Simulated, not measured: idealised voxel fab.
The process module presented herein is designated voxel gate over fins.
Cross-section cut: width 185 nm, square cells of 5 nm.
Cross-section layout: square cells on a grid; listed as bands, top to bottom; a band spans one or more cell rows.
The band entry comprises the height of the band's top followed by the height of its bottom, expressed in nm, and subsequently the band's materials from left to right, each stated together with its width in nm. Where a single material is marked with the word "everywhere", that material fills the band from edge to edge. The word "air" represents empty space.
Height datum 0, below which the as-received substrate wafer is one material. Lowest band open at the bottom, running downward: "top 0, no bottom".
When a width is written as two numbers, as in "30 to 40", the first number is the width in the top row of cells of the band and the second is the width in its bottom row, and the width changes by the same amount from each row to the next.
No cell of the cross-section changed in a step that is given as "nothing was modified".
In the "Enclosed empty spaces" entry, you get each enclosed empty space of 8 cells or more, one with no open way to the top, written width x height at distance, distance from the left edge, in nm.
Whatever follows a step's settings on its line is a remark the simulator itself makes about that step.
overlay nm: mask right of planned place by this much (step with mask). Neg. = left.

Process steps (planned):
step 1: RECEIVE,material Si
step 2: CONFORMAL_DEP,material SiN,thk nm 5
step 3: DIRECTIONAL_DEP,material aC,thk nm 10
step 4: PATTERN,tone cover,mask id FINS,material resist,width nm 15,pitch nm 60,thk nm 25,overlay nm 0
step 5: DIRECTIONAL_ETCH,etch materials aC,depth nm 10
step 6: STRIP,etch materials resist
step 7: DIRECTIONAL_ETCH,etch materials SiN,depth nm 5
step 8: DIRECTIONAL_ETCH,etch materials Si,depth nm 40
step 9: STRIP,etch materials aC
step 10: FILL_DEP,material SiO2,thk nm 10
step 11: CMP,height nm 5
step 12: PATTERN,tone open,mask id RAIL,material resist,width nm 15,thk nm 20,overlay nm 0
step 13: DIRECTIONAL_ETCH,etch materials SiO2,depth nm 40
step 14: STRIP,etch materials resist
step 15: CONFORMAL_DEP,material TiN,thk nm 5
step 16: FILL_DEP,material Ru,thk nm 5
step 17: CMP,height nm 5
step 18: SELECTIVE_ETCH,etch materials W Ru TiN,depth nm 30
step 19: FILL_DEP,material SiO2,thk nm 5
step 20: CMP,height nm 5
step 21: SELECTIVE_ETCH,etch materials SiO2,depth nm 20
step 22: STRIP,etch materials SiN
step 23: CONFORMAL_DEP,material HfO2,thk nm 5
step 24: CONFORMAL_DEP,material TiN,thk nm 5
step 25: FILL_DEP,material W,thk nm 15
step 26: CMP,height nm 20
step 27: CONFORMAL_DEP,material SiN,thk nm 10

Wafer cross-section on receipt, i.e. after step 1:
- top 0, no bottom: Si everywhere
- Enclosed empty spaces: none

Starting structure and process plan are as shown above, but one mistake was made in running the module; the wafer cross-section at the end of the module follows:
- top 30, bottom 20: SiN everywhere
- top 20, bottom 10: W everywhere
- top 10, bottom 5: 50 nm W, 35 nm TiN, 25 nm W, 35 nm TiN, 40 nm W
- top 5, bottom 0: 50 nm W, 5 nm TiN, 25 nm HfO2, 5 nm TiN, 25 nm W, 5 nm TiN, 25 nm HfO2, 5 nm TiN, 40 nm W
- top 0, bottom -5: 50 nm W, 5 nm TiN, 5 nm HfO2, 15 nm Si, 5 nm HfO2, 5 nm TiN, 25 nm W, 5 nm TiN, 5 nm HfO2, 15 nm Si, 5 nm HfO2, 5 nm TiN, 40 nm W
- top -5, bottom -10: 55 nm TiN, 5 nm HfO2, 15 nm Si, 5 nm HfO2, 35 nm TiN, 5 nm HfO2, 15 nm Si, 5 nm HfO2, 45 nm TiN
- top -10, bottom -15: 60 nm HfO2, 15 nm Si, 45 nm HfO2, 15 nm Si, 50 nm HfO2
- top -15, bottom -25: 60 nm SiO2, 15 nm Si, 45 nm SiO2, 15 nm Si, 50 nm SiO2
- top -25, bottom -30: 60 nm SiO2, 15 nm Si, 10 nm SiO2, 5 nm TiN, 5 nm Ru, 5 nm TiN, 20 nm SiO2, 15 nm Si, 50 nm SiO2
- top -30, bottom -35: 60 nm SiO2, 15 nm Si, 10 nm SiO2, 15 nm TiN, 20 nm SiO2, 15 nm Si, 50 nm SiO2
- top -35, bottom -40: 60 nm SiO2, 15 nm Si, 45 nm SiO2, 15 nm Si, 50 nm SiO2
- top -40, no bottom: Si everywhere
- Enclosed empty spaces: none
what went wrong: not per plan at step 4, really ran PATTERN,tone cover,mask id FINS,material resist,width nm 15,pitch nm 60,thk nm 25,overlay nm 5
